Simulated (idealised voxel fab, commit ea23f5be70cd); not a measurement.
The document below concerns the process module designated voxel gate over fins.
For reference, the cross-section in this document is cut, with width 275 nm and square cells of 5 nm.
Each cross-section below is a grid of square cells, stated as bands in top-down order, with one or more rows of cells making up each band.
Heads up on the band format: heights come first, top then bottom, in nm. After that it's the materials left to right, each with its width in nm. A single material flagged "edge to edge" fills the whole band edge to edge, and "air" means there's empty space there.
Where do heights start? At 0: under that level the wafer as delivered is made of one material only. And the lowest band has no floor; it just carries on downward, as in "0..down".
With a width like "30..40", each row of cells in the band differs from the next by the same amount, the top row carrying the first number and the bottom row the second.
You'll sometimes find "nothing was modified" written for a step, and that's the way of saying that nowhere in the cross-section did a cell change during that step.
The entry titled "Unvented internal voids" provides the empty spaces that have no open way to the top, restricted to those of 8 cells or more. Each is presented as width x height at distance, the distance being measured from the left edge, with all three in nm.
It should be noted that, on the line of a given step, the content following the step's settings is a remark produced by the simulator itself with respect to that step.
overlay nm: where the mask lay relative to plan, measured to the right, on steps with a mask; negatives go left.

### Steps in the process plan
1: RECEIVE [material Si]
2: CONFORMAL_DEP [material SiN] [thk nm 10]
3: DIRECTIONAL_DEP [material aC] [thk nm 10]
4: PATTERN [tone cover] [mask id FINS] [material resist] [width nm 15] [pitch nm 55] [thk nm 30] [overlay nm 0]
5: DIRECTIONAL_ETCH [etch materials aC] [depth nm 10]
6: STRIP [etch materials resist]
7: DIRECTIONAL_ETCH [etch materials SiN] [depth nm 5]
8: DIRECTIONAL_ETCH [etch materials Si] [depth nm 40]
9: STRIP [etch materials aC]
10: FILL_DEP [material SiO2] [thk nm 10]
11: CMP [height nm 10]
12: PATTERN [tone open] [mask id RAIL] [material resist] [width nm 15] [thk nm 20] [overlay nm 0]
13: DIRECTIONAL_ETCH [etch materials SiO2] [depth nm 45]
14: STRIP [etch materials resist]
15: CONFORMAL_DEP [material TiN] [thk nm 5]
16: FILL_DEP [material W] [thk nm 5]
17: CMP [height nm 10]
18: SELECTIVE_ETCH [etch materials W Ru TiN] [depth nm 30]
19: FILL_DEP [material SiO2] [thk nm 5]
20: CMP [height nm 10]
21: SELECTIVE_ETCH [etch materials SiO2] [depth nm 25]
22: STRIP [etch materials SiN]
23: CONFORMAL_DEP [material HfO2] [thk nm 5]
24: CONFORMAL_DEP [material TiN] [thk nm 5]
25: FILL_DEP [material W] [thk nm 15]
26: CMP [height nm 20]
27: CONFORMAL_DEP [material SiCN] [thk nm 5]
varied across the wafers: depth nm of step 7. The plan shows the first wafer's value. All wafers start alike

### Sectional view: first of several wafers, as received, after step 1
	0..down = Si edge to edge
	Unvented internal voids: none

### Here is how to read the rows: every wafer has a row, and it shows the wafer at the end of the module, giving for each material how many cells were gained (+) or lost (-) since the wafer was received, then listing its closed voids
depth nm 5; +55 HfO2; +55 SiCN; +55 TiN; +110 W; Unvented internal voids: none
depth nm 10; +73 HfO2; -368 Si; +55 SiCN; +221 SiO2; +80 TiN; +214 W; Unvented internal voids: none
depth nm 15; +73 HfO2; -368 Si; +55 SiCN; +221 SiO2; +80 TiN; +214 W; Unvented internal voids: none
depth nm 20; +73 HfO2; -368 Si; +55 SiCN; +221 SiO2; +80 TiN; +214 W; Unvented internal voids: none
depth nm 25; +73 HfO2; -368 Si; +55 SiCN; +221 SiO2; +80 TiN; +214 W; Unvented internal voids: none
